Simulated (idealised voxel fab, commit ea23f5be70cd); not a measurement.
process module | voxel gate over fins
cross-section cut | 280 nm wide | cells 5 nm
A cross-section is a grid of square cells, given in bands from the top down. A band is one or more rows of cells.
Each band's line starts with the height of the band's top and of its bottom, in nm. Then come its materials from left to right, each with its width in nm. One material with "throughout" fills the band from edge to edge. "air" is empty space.
Height 0 is the level under which the wafer as received is all one material. The lowest band goes on downwards, as in "0 down".
A width such as "30 to 40" changes by the same amount from each row of cells to the next, from the band's top row to its bottom row.
"no change" after a step means that no cell of the cross-section changed.
closed voids: empty space of 8 cells or more with no open way to the top, each as width x height at its distance from the left edge, in nm
after a step's settings: what the simulator itself notes on the step
overlay nm, on a step with a mask: how far to the right of its planned place the mask lay; to the left if negative
plan
1 op RECEIVE | material Si
2 op CONFORMAL_DEP | material SiN | thk nm 10
3 op MASKED_ETCH | tone cover | mask id FINS | width nm 15 | pitch nm 45 | etch materials SiN | depth nm 10 | overlay nm 0
4 op MASKED_ETCH | tone cover | mask id FINS | width nm 15 | pitch nm 45 | etch materials Si | depth nm 30 | overlay nm 0
5 op OXIDIZE | depth nm 5
6 op FILL_DEP | material SiO2 | thk nm 5
7 op CMP | height nm 10
8 op SELECTIVE_ETCH | etch materials SiO2 | depth nm 20
9 op STRIP | etch materials SiN
10 op CONFORMAL_DEP | material HfO2 | thk nm 5
11 op CONFORMAL_DEP | material TiN | thk nm 5
12 op CONFORMAL_DEP | material TiAl | thk nm 5
13 op CONFORMAL_DEP | material TiN | thk nm 5
14 op FILL_DEP | material W | thk nm 15
15 op CMP | height nm 30
16 op CONFORMAL_DEP | material SiN | thk nm 10
first wafer, as planned
as received, after step 1
  0 down: Si throughout
  closed voids: none
after step 2
  10 to 0: SiN throughout
  below 0: unchanged
after step 3
  10 to 0: air 110 | SiN 15 | air 30 | SiN 15 | air 110
  below 0: unchanged
after step 4
  10 to 0: air 110 | SiN 15 | air 30 | SiN 15 | air 110
  0 to -30: air 110 | Si 15 | air 30 | Si 15 | air 110
  below -30: unchanged
after step 5
  10 to 0: air 110 | SiN 15 | air 30 | SiN 15 | air 110
  0 to -30: air 110 | SiO2 5 | Si 5 | SiO2 5 | air 30 | SiO2 5 | Si 5 | SiO2 5 | air 110
  -30 to -35: SiO2 115 | Si 5 | SiO2 40 | Si 5 | SiO2 115
  below -35: unchanged
after step 6
  15 to 10: SiO2 throughout
  10 to 0: SiO2 110 | SiN 15 | SiO2 30 | SiN 15 | SiO2 110
  0 to -35: SiO2 115 | Si 5 | SiO2 40 | Si 5 | SiO2 115
  below -35: unchanged
after step 7
  10 to 0: SiO2 110 | SiN 15 | SiO2 30 | SiN 15 | SiO2 110
  below 0: unchanged
after step 8
  10 to 0: air 110 | SiN 15 | air 30 | SiN 15 | air 110
  0 to -10: air 115 | Si 5 | air 40 | Si 5 | air 115
  below -10: unchanged
after step 9
  0 to -10: air 115 | Si 5 | air 40 | Si 5 | air 115
  below -10: unchanged
after step 10
  5 to 0: air 110 | HfO2 15 | air 30 | HfO2 15 | air 110
  0 to -5: air 110 | HfO2 5 | Si 5 | HfO2 5 | air 30 | HfO2 5 | Si 5 | HfO2 5 | air 110
  -5 to -10: HfO2 115 | Si 5 | HfO2 40 | Si 5 | HfO2 115
  below -10: unchanged
after step 11
  10 to 5: air 105 | TiN 25 | air 20 | TiN 25 | air 105
  5 to 0: air 105 | TiN 5 | HfO2 15 | TiN 5 | air 20 | TiN 5 | HfO2 15 | TiN 5 | air 105
  0 to -5: TiN 110 | HfO2 5 | Si 5 | HfO2 5 | TiN 30 | HfO2 5 | Si 5 | HfO2 5 | TiN 110
  below -5: unchanged
after step 12
  15 to 10: air 100 | TiAl 35 | air 10 | TiAl 35 | air 100
  10 to 5: air 100 | TiAl 5 | TiN 25 | TiAl 5 | air 10 | TiAl 5 | TiN 25 | TiAl 5 | air 100
  5 to 0: TiAl 105 | TiN 5 | HfO2 15 | TiN 5 | TiAl 20 | TiN 5 | HfO2 15 | TiN 5 | TiAl 105
  below 0: unchanged
after step 13
  20 to 15: air 95 | TiN 90 | air 95
  15 to 10: air 95 | TiN 5 | TiAl 35 | TiN 10 | TiAl 35 | TiN 5 | air 95
  10 to 5: TiN 100 | TiAl 5 | TiN 25 | TiAl 5 | TiN 10 | TiAl 5 | TiN 25 | TiAl 5 | TiN 100
  below 5: unchanged
after step 14
  35 to 20: W throughout
  20 to 15: W 95 | TiN 90 | W 95
  15 to 10: W 95 | TiN 5 | TiAl 35 | TiN 10 | TiAl 35 | TiN 5 | W 95
  below 10: unchanged
after step 15
  30 to 20: W throughout
  below 20: unchanged
after step 16
  40 to 30: SiN throughout
  below 30: unchanged
second wafer: like start, like plan, one mistake. Through step 3 it matches the first wafer
when step 4 should have ended
  10 to 0: air 110 | SiN 15 | air 30 | SiN 15 | air 110
  0 to -30: air 105 | Si 25 | air 20 | Si 25 | air 105
  below -30: unchanged
when step 5 should have ended
  10 to 0: air 110 | SiN 15 | air 30 | SiN 15 | air 110
  0 to -5: air 105 | SiO2 10 | Si 5 | SiO2 10 | air 20 | SiO2 10 | Si 5 | SiO2 10 | air 105
  -5 to -30: air 105 | SiO2 5 | Si 15 | SiO2 5 | air 20 | SiO2 5 | Si 15 | SiO2 5 | air 105
  -30 to -35: SiO2 110 | Si 15 | SiO2 30 | Si 15 | SiO2 110
  below -35: unchanged
when step 6 should have ended
  15 to 10: SiO2 throughout
  10 to 0: SiO2 110 | SiN 15 | SiO2 30 | SiN 15 | SiO2 110
  0 to -5: SiO2 115 | Si 5 | SiO2 40 | Si 5 | SiO2 115
  -5 to -35: SiO2 110 | Si 15 | SiO2 30 | Si 15 | SiO2 110
  below -35: unchanged
when step 7 should have ended
  10 to 0: SiO2 110 | SiN 15 | SiO2 30 | SiN 15 | SiO2 110
  below 0: unchanged
when step 8 should have ended
  10 to 0: air 110 | SiN 15 | air 30 | SiN 15 | air 110
  0 to -10: air 115 to 110 | Si 5 to 15 | air 40 to 30 | Si 5 to 15 | air 115 to 110
  below -10: unchanged
when step 9 should have ended
  0 to -10: air 115 to 110 | Si 5 to 15 | air 40 to 30 | Si 5 to 15 | air 115 to 110
  below -10: unchanged
when step 10 should have ended
  5 to 0: air 110 | HfO2 15 | air 30 | HfO2 15 | air 110
  0 to -5: air 105 | HfO2 10 | Si 5 | HfO2 10 | air 20 | HfO2 10 | Si 5 | HfO2 10 | air 105
  -5 to -10: HfO2 110 | Si 15 | HfO2 30 | Si 15 | HfO2 110
  below -10: unchanged
when step 11 should have ended
  10 to 5: air 105 | TiN 25 | air 20 | TiN 25 | air 105
  5 to 0: air 100 | TiN 10 | HfO2 15 | TiN 10 | air 10 | TiN 10 | HfO2 15 | TiN 10 | air 100
  0 to -5: TiN 105 | HfO2 10 | Si 5 | HfO2 10 | TiN 20 | HfO2 10 | Si 5 | HfO2 10 | TiN 105
  below -5: unchanged
when step 12 should have ended
  15 to 10: air 100 | TiAl 35 | air 10 | TiAl 35 | air 100
  10 to 5: air 95 | TiAl 10 | TiN 25 | TiAl 20 | TiN 25 | TiAl 10 | air 95
  5 to 0: TiAl 100 | TiN 10 | HfO2 15 | TiN 10 | TiAl 10 | TiN 10 | HfO2 15 | TiN 10 | TiAl 100
  below 0: unchanged
when step 13 should have ended
  20 to 15: air 95 | TiN 90 | air 95
  15 to 10: air 90 | TiN 10 | TiAl 35 | TiN 10 | TiAl 35 | TiN 10 | air 90
  10 to 5: TiN 95 | TiAl 10 | TiN 25 | TiAl 20 | TiN 25 | TiAl 10 | TiN 95
  below 5: unchanged
when step 14 should have ended
  35 to 20: W throughout
  20 to 15: W 95 | TiN 90 | W 95
  15 to 10: W 90 | TiN 10 | TiAl 35 | TiN 10 | TiAl 35 | TiN 10 | W 90
  below 10: unchanged
when step 15 should have ended
  30 to 20: W throughout
  below 20: unchanged
when step 16 should have ended
  40 to 30: SiN throughout
  below 30: unchanged
what went wrong: step 4 ran as: op MASKED_ETCH | tone cover | mask id FINS | width nm 25 | pitch nm 45 | etch materials Si | depth nm 30 | overlay nm 0
at the end the second wafer has, in cells: 24 more of Si | 20 fewer of SiO2 | 2 fewer of TiN | 2 fewer of W
